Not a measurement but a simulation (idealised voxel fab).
Process module under the name voxel self aligned vias
cross-section cut | 270 nm wide | cells 5 nm
When this document writes out a cross-section, it uses a grid of square cells and lists it as bands, beginning at the top and moving down, with a band standing for one or more rows of cells. Top height, bottom height, nm. Materials left to right, width each, nm. Single material + "full width" = fills band edge to edge. "blank" = empty. The level at which height equals 0 is the one under which the wafer, as it arrives, is entirely one material. No lower edge exists for the bottom band, which continues downward and is notated as in "top 0, no bottom". Read "30 to 40" as a graded width: first number on top, second number at the bottom, same change between each pair of neighbouring rows. "no change occurred" (step): cross-section cells unchanged, all of them. "Closed cavities": sealed empty spaces, 8 cells or more, no open way to top, listed width x height at distance, with distance from the left edge and width, height and distance in nm. Heads up: the bit after the settings on a step's line is the simulator's remark on that step. overlay nm: for a step with a mask, the amount by which the mask lay right of where it was planned; a negative amount means left of it.

### Process steps - plan
step 1: RECEIVE | material Si
step 2: CONFORMAL_DEP | material SiO2 | thk nm 15
step 3: CONFORMAL_DEP | material SiCN | thk nm 5
step 4: DIRECTIONAL_DEP | material SiO2 | thk nm 20
step 5: DIRECTIONAL_DEP | material aC | thk nm 10
step 6: PATTERN | tone open | mask id LINES | material resist | width nm 30 | pitch nm 70 | thk nm 25 | overlay nm 0
step 7: DIRECTIONAL_ETCH | etch materials aC | depth nm 10
step 8: STRIP | etch materials resist
step 9: DIRECTIONAL_ETCH | etch materials SiO2 | depth nm 20
step 10: STRIP | etch materials aC
step 11: CONFORMAL_DEP | material TiN | thk nm 5
step 12: FILL_DEP | material Ru | thk nm 5
step 13: CMP | height nm 40
step 14: SELECTIVE_ETCH | etch materials W Ru TiN | depth nm 10
step 15: FILL_DEP | material SiN | thk nm 10
step 16: CMP | height nm 40
step 17: DIRECTIONAL_DEP | material SiO2 | thk nm 20
step 18: PATTERN | tone open | mask id VIAS | material resist | width nm 50 | thk nm 15 | overlay nm 0
step 19: DIRECTIONAL_ETCH | etch materials SiO2 | depth nm 20
step 20: DIRECTIONAL_ETCH | etch materials SiN | depth nm 10
step 21: STRIP | etch materials resist
step 22: CONFORMAL_DEP | material TiN | thk nm 5
step 23: FILL_DEP | material W | thk nm 10
step 24: CMP | height nm 60
step 25: CONFORMAL_DEP | material SiCN | thk nm 5

### First of the two wafers, run per plan

### Cross-section: wafer on arrival = after step 1
* top 0, no bottom  Si full width
* Closed cavities: none

### Sectional view: wafer, after step 2
* top 15, bottom 0  SiO2 full width
* Note: structure below 0 unchanged.

### Sectional view: wafer, after step 3
* top 20, bottom 15  SiCN full width
* Note: structure below 15 unchanged.

### Sectional view: wafer, after step 4
* top 40, bottom 20  SiO2 full width
* Note: structure below 20 unchanged.

### Sectional view: wafer, after step 5
* top 50, bottom 40  aC full width
* Note: structure below 40 unchanged.

### Sectional view: wafer, after step 6
* top 75, bottom 50  resist: 85  blank: 30  resist: 40  blank: 30  resist: 85
* Note: structure below 50 unchanged.

### Sectional view: wafer, after step 7
* top 65, bottom 50  resist: 85  blank: 30  resist: 40  blank: 30  resist: 85
* top 50, bottom 40  aC: 85  blank: 30  aC: 40  blank: 30  aC: 85
* Note: structure below 40 unchanged.

### Sectional view: wafer, after step 8
* top 50, bottom 40  aC: 85  blank: 30  aC: 40  blank: 30  aC: 85
* Note: structure below 40 unchanged.

### Sectional view: wafer, after step 9
* top 50, bottom 40  aC: 85  blank: 30  aC: 40  blank: 30  aC: 85
* top 40, bottom 20  SiO2: 85  blank: 30  SiO2: 40  blank: 30  SiO2: 85
* Note: structure below 20 unchanged.

### Sectional view: wafer, after step 10
* top 40, bottom 20  SiO2: 85  blank: 30  SiO2: 40  blank: 30  SiO2: 85
* Note: structure below 20 unchanged.

### Sectional view: wafer, after step 11
* top 45, bottom 40  TiN: 90  blank: 20  TiN: 50  blank: 20  TiN: 90
* top 40, bottom 25  SiO2: 85  TiN: 5  blank: 20  TiN: 5  SiO2: 40  TiN: 5  blank: 20  TiN: 5  SiO2: 85
* top 25, bottom 20  SiO2: 85  TiN: 30  SiO2: 40  TiN: 30  SiO2: 85
* Note: structure below 20 unchanged.

### Sectional view: wafer, after step 12
* top 50, bottom 45  Ru full width
* top 45, bottom 40  TiN: 90  Ru: 20  TiN: 50  Ru: 20  TiN: 90
* top 40, bottom 25  SiO2: 85  TiN: 5  Ru: 20  TiN: 5  SiO2: 40  TiN: 5  Ru: 20  TiN: 5  SiO2: 85
* Note: structure below 25 unchanged.

### Sectional view: wafer, after step 13
* top 40, bottom 25  SiO2: 85  TiN: 5  Ru: 20  TiN: 5  SiO2: 40  TiN: 5  Ru: 20  TiN: 5  SiO2: 85
* Note: structure below 25 unchanged.

### Sectional view: wafer, after step 14
* top 40, bottom 30  SiO2: 85  blank: 30  SiO2: 40  blank: 30  SiO2: 85
* Note: structure below 30 unchanged.

### Sectional view: wafer, after step 15
* top 50, bottom 40  SiN full width
* top 40, bottom 30  SiO2: 85  SiN: 30  SiO2: 40  SiN: 30  SiO2: 85
* Note: structure below 30 unchanged.

### Sectional view: wafer, after step 16
* top 40, bottom 30  SiO2: 85  SiN: 30  SiO2: 40  SiN: 30  SiO2: 85
* Note: structure below 30 unchanged.

### Sectional view: wafer, after step 17
* top 60, bottom 40  SiO2 full width
* Note: structure below 40 unchanged.

### Sectional view: wafer, after step 18
* top 75, bottom 60  resist: 75  blank: 50  resist: 145
* Note: structure below 60 unchanged.

### Sectional view: wafer, after step 19
* top 75, bottom 60  resist: 75  blank: 50  resist: 145
* top 60, bottom 40  SiO2: 75  blank: 50  SiO2: 145
* Note: structure below 40 unchanged.

### Sectional view: wafer, after step 20
* top 75, bottom 60  resist: 75  blank: 50  resist: 145
* top 60, bottom 40  SiO2: 75  blank: 50  SiO2: 145
* top 40, bottom 30  SiO2: 85  blank: 30  SiO2: 40  SiN: 30  SiO2: 85
* Note: structure below 30 unchanged.

### Sectional view: wafer, after step 21
* top 60, bottom 40  SiO2: 75  blank: 50  SiO2: 145
* Note: structure below 40 unchanged.

### Sectional view: wafer, after step 22
* top 65, bottom 60  TiN: 80  blank: 40  TiN: 150
* top 60, bottom 45  SiO2: 75  TiN: 5  blank: 40  TiN: 5  SiO2: 145
* top 45, bottom 40  SiO2: 75  TiN: 15  blank: 20  TiN: 15  SiO2: 145
* top 40, bottom 35  SiO2: 85  TiN: 5  blank: 20  TiN: 5  SiO2: 40  SiN: 30  SiO2: 85
* top 35, bottom 30  SiO2: 85  TiN: 30  SiO2: 40  SiN: 30  SiO2: 85
* Note: structure below 30 unchanged.

### Sectional view: wafer, after step 23
* top 75, bottom 65  W full width
* top 65, bottom 60  TiN: 80  W: 40  TiN: 150
* top 60, bottom 45  SiO2: 75  TiN: 5  W: 40  TiN: 5  SiO2: 145
* top 45, bottom 40  SiO2: 75  TiN: 15  W: 20  TiN: 15  SiO2: 145
* top 40, bottom 35  SiO2: 85  TiN: 5  W: 20  TiN: 5  SiO2: 40  SiN: 30  SiO2: 85
* Note: structure below 35 unchanged.

### Sectional view: wafer, after step 24
* top 60, bottom 45  SiO2: 75  TiN: 5  W: 40  TiN: 5  SiO2: 145
* Note: structure below 45 unchanged.

### Sectional view: wafer, after step 25
* top 65, bottom 60  SiCN full width
* Note: structure below 60 unchanged.

### The second wafer began exactly as the first did and followed the same plan, but one mistake was made while running it; through step 17 inclusive, the two wafers are identical

### Second wafer shown in cross-section at the time step 18 was slated to end
* top 75, bottom 60  blank: 75  resist: 50  blank: 145
* Note: structure below 60 unchanged.

### Second wafer shown in cross-section at the time step 19 was slated to end
* top 75, bottom 60  blank: 75  resist: 50  blank: 145
* top 60, bottom 40  blank: 75  SiO2: 50  blank: 145
* Note: structure below 40 unchanged.

### Second wafer shown in cross-section at the time step 20 was slated to end
* top 75, bottom 60  blank: 75  resist: 50  blank: 145
* top 60, bottom 40  blank: 75  SiO2: 50  blank: 145
* top 40, bottom 30  SiO2: 85  SiN: 30  SiO2: 40  blank: 30  SiO2: 85
* Note: structure below 30 unchanged.

### Second wafer shown in cross-section at the time step 21 was slated to end
* top 60, bottom 40  blank: 75  SiO2: 50  blank: 145
* Note: structure below 40 unchanged.

### Second wafer shown in cross-section at the time step 22 was slated to end
* top 65, bottom 60  blank: 70  TiN: 60  blank: 140
* top 60, bottom 45  blank: 70  TiN: 5  SiO2: 50  TiN: 5  blank: 140
* top 45, bottom 40  TiN: 75  SiO2: 50  TiN: 35  blank: 20  TiN: 90
* top 40, bottom 35  SiO2: 85  SiN: 30  SiO2: 40  TiN: 5  blank: 20  TiN: 5  SiO2: 85
* top 35, bottom 30  SiO2: 85  SiN: 30  SiO2: 40  TiN: 30  SiO2: 85
* Note: structure below 30 unchanged.

### Second wafer shown in cross-section at the time step 23 was slated to end
* top 75, bottom 65  W full width
* top 65, bottom 60  W: 70  TiN: 60  W: 140
* top 60, bottom 45  W: 70  TiN: 5  SiO2: 50  TiN: 5  W: 140
* top 45, bottom 40  TiN: 75  SiO2: 50  TiN: 35  W: 20  TiN: 90
* top 40, bottom 35  SiO2: 85  SiN: 30  SiO2: 40  TiN: 5  W: 20  TiN: 5  SiO2: 85
* Note: structure below 35 unchanged.

### Second wafer shown in cross-section at the time step 24 was slated to end
* top 60, bottom 45  W: 70  TiN: 5  SiO2: 50  TiN: 5  W: 140
* Note: structure below 45 unchanged.

### Second wafer shown in cross-section at the time step 25 was slated to end
* top 65, bottom 60  SiCN full width
* Note: structure below 60 unchanged.
What went wrong in running the wafer? planned and actual differ for step 18; actual: PATTERN | tone cover | mask id VIAS | material resist | width nm 50 | thk nm 15 | overlay nm 0
The second wafer ends with more or fewer cells of some materials than the first, per final count: SiO2: 136 fewer, TiN: 34 more, W: 102 more
